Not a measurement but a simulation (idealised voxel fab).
The following is a process module called voxel air gaps.
Square cell edge 5 nm, section width 260 nm, ID cut.
Think of the cross-section as a grid of square cells. We describe it in bands, top to bottom, and each band covers one or more rows of those cells. Band entry format. Leading values: height of top, height of bottom, nm. Remainder: materials in left-to-right order, each with its width in nm. Special words: "edge to edge" on a single material, which then fills the band edge to edge; "air", empty space. Convention: height 0 is the level below which the wafer, as received, is all one material. The lowest band does not terminate at the bottom but continues downward, represented as "0 nm and below". So if you see something like "30 to 40" for the width, read it as the top row of the band sitting at the first number and the bottom row at the second, with every row in between moving by the same amount as the last. No cell of the cross-section changed in a step that is given as "no alteration". Enclosed voids (no open way to top), threshold 8 cells or more, entry "Sealed internal cavities", notation width x height at distance, distance from left edge, nm. On each step's line, the part that comes after the settings is the simulator's own comment on the step. On any step carrying a mask, the "overlay nm" setting, if present on the step's line, tells how far right of its planned place the mask lay; negative values point to the left.

Process steps (planned)
1. RECEIVE,material Si
2. CONFORMAL_DEP,material SiO2,thk nm 10
3. CONFORMAL_DEP,material SiCN,thk nm 5
4. DIRECTIONAL_DEP,material lowk,thk nm 40
5. DIRECTIONAL_DEP,material aC,thk nm 15
6. PATTERN,tone open,mask id LINES,material resist,width nm 25,pitch nm 50,thk nm 35,overlay nm 0
7. DIRECTIONAL_ETCH,etch materials aC,depth nm 15
8. STRIP,etch materials resist
9. DIRECTIONAL_ETCH,etch materials lowk,depth nm 40
10. STRIP,etch materials aC
11. CONFORMAL_DEP,material TiN,thk nm 5
12. FILL_DEP,material W,thk nm 5
13. CMP,height nm 55
14. EPI,material Ru,thk nm 10
15. SELECTIVE_ETCH,etch materials lowk,depth nm 50
16. CONFORMAL_DEP,material SiCN,thk nm 5

as received, after step 1
	0 nm and below: Si edge to edge
	Sealed internal cavities: none

Below is the wafer in cross-section after the module was completed. It began from the starting point shown above and followed the plan shown above, except that one mistake was made while running it
	65 nm to 55 nm: 30 of air, 45 of Ru, 5 of air, 45 of Ru, 5 of air, 45 of Ru, 5 of air, 45 of Ru, 35 of air
	55 nm to 20 nm: 40 of air, 5 of TiN, 15 of W, 5 of TiN, 25 of air, 5 of TiN, 15 of W, 5 of TiN, 25 of air, 5 of TiN, 15 of W, 5 of TiN, 25 of air, 5 of TiN, 15 of W, 5 of TiN, 45 of air
	20 nm to 15 nm: 40 of air, 25 of TiN, 25 of air, 25 of TiN, 25 of air, 25 of TiN, 25 of air, 25 of TiN, 45 of air
	15 nm to 10 nm: SiCN edge to edge
	10 nm to 0 nm: SiO2 edge to edge
	0 nm and below: Si edge to edge
	Sealed internal cavities: none
The mistake made against the process plan was this: plan step 16 was not performed, having been skipped
